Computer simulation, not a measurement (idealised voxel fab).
Process module heading - voxel self aligned contacts
Section cut is 250 nm wide and gridded with 5 nm square cells.
Reading order for cross-sections: top band down to bottom band. Underlying form: a grid of square cells. Band size: one or more rows of cells. First you get the band's top height and its bottom height, in nm, and then the materials it's made of, left to right, with each width in nm. If you see a single material with "all across", that one covers the band edge to edge. "blank" is empty space. Height reference: 0 = level under which incoming wafer is all one material. Lowest band: no bottom, runs on downward, e.g. "0 down". Top row gets the first number, bottom row gets the second, and each row in between changes by the same step: that is how a band width like "30..40" works. "nothing got changed" for a step: no cell of the cross-section changed in that step. For the entry "Sealed internal cavities", the listed items are empty spaces with no open way to the top whose size is 8 cells or more; each item follows the pattern width x height at distance, where distance is from the left edge and all three are in nm. Anything after a step's settings on that line? It's the simulator's own note about the step. Among the settings permitted on a step's line is "overlay nm"; applied to a step with a mask, it specifies the extent to which the mask lay to the right of its planned position, whereas a negative figure signifies a position to the left.
[The steps planned for the process are as follows]
| 1 | RECEIVE, material Si |
| 2 | CONFORMAL_DEP, material SiO2, thk nm 5 |
| 3 | DIRECTIONAL_DEP, material polySi, thk nm 20 |
| 4 | DIRECTIONAL_DEP, material SiN, thk nm 20 |
| 5 | DIRECTIONAL_DEP, material aC, thk nm 15 |
| 6 | PATTERN, tone cover, mask id GATE, material resist, width nm 35, pitch nm 70, thk nm 35, overlay nm 0 |
| 7 | DIRECTIONAL_ETCH, etch materials aC, depth nm 15 |
| 8 | STRIP, etch materials resist |
| 9 | DIRECTIONAL_ETCH, etch materials SiN, depth nm 20 |
| 10 | DIRECTIONAL_ETCH, etch materials polySi, depth nm 20 |
| 11 | STRIP, etch materials aC |
| 12 | CONFORMAL_DEP, material SiN, thk nm 5 |
| 13 | DIRECTIONAL_ETCH, etch materials SiN, depth nm 5 |
| 14 | FILL_DEP, material SiO2, thk nm 10 |
| 15 | CMP, height nm 50 |
| 16 | DIRECTIONAL_DEP, material aC, thk nm 15 |
| 17 | PATTERN, tone open, mask id CONTACT, material resist, width nm 55, thk nm 30, overlay nm 0 |
| 18 | DIRECTIONAL_ETCH, etch materials aC, depth nm 15 |
| 19 | STRIP, etch materials resist |
| 20 | DIRECTIONAL_ETCH, etch materials SiO2, depth nm 50 |
| 21 | STRIP, etch materials aC |
| 22 | CONFORMAL_DEP, material TiN, thk nm 5 |
| 23 | FILL_DEP, material W, thk nm 10 |
| 24 | CMP, height nm 50 |
| 25 | CONFORMAL_DEP, material SiCN, thk nm 5 |
[So this is the incoming wafer in cross-section - it's already been through step 1]
0 down: Si all across
Sealed internal cavities: none
[Looking at the first of two wafers in cross-section at end of module - ran to plan]
55 to 50: SiCN all across
50 to 45: 95 nm SiO2 | 20 nm TiN | 15 nm W | 20 nm TiN | 100 nm SiO2
45 to 25: 65 nm SiO2 | 45 nm SiN | 5 nm TiN | 15 nm W | 5 nm TiN | 45 nm SiN | 70 nm SiO2
25 to 5: 65 nm SiO2 | 5 nm SiN | 35 nm polySi | 5 nm SiN | 5 nm TiN | 15 nm W | 5 nm TiN | 5 nm SiN | 35 nm polySi | 5 nm SiN | 70 nm SiO2
5 to 0: 110 nm SiO2 | 25 nm TiN | 115 nm SiO2
0 down: Si all across
Sealed internal cavities: none
[Wafer two, sectioned after the module: the first wafer's start, the first wafer's plan, and one mistake in how it was run]
55 to 50: SiCN all across
50 to 45: 95 nm SiO2 | 15 nm TiN | 15 nm W | 25 nm TiN | 100 nm SiO2
45 to 25: 60 nm SiO2 | 45 nm SiN | 5 nm TiN | 15 nm W | 5 nm TiN | 45 nm SiN | 75 nm SiO2
25 to 5: 60 nm SiO2 | 5 nm SiN | 35 nm polySi | 5 nm SiN | 5 nm TiN | 15 nm W | 5 nm TiN | 5 nm SiN | 35 nm polySi | 5 nm SiN | 75 nm SiO2
5 to 0: 105 nm SiO2 | 25 nm TiN | 120 nm SiO2
0 down: Si all across
Sealed internal cavities: none
Misprocessing identified: note that step 6 departed from the planned setting and was carried out as PATTERN, tone cover, mask id GATE, material resist, width nm 35, pitch nm 70, thk nm 35, overlay nm -5
The concluding comparison shows that, measured in cells, each material is equally abundant on both wafers, albeit at different positions.
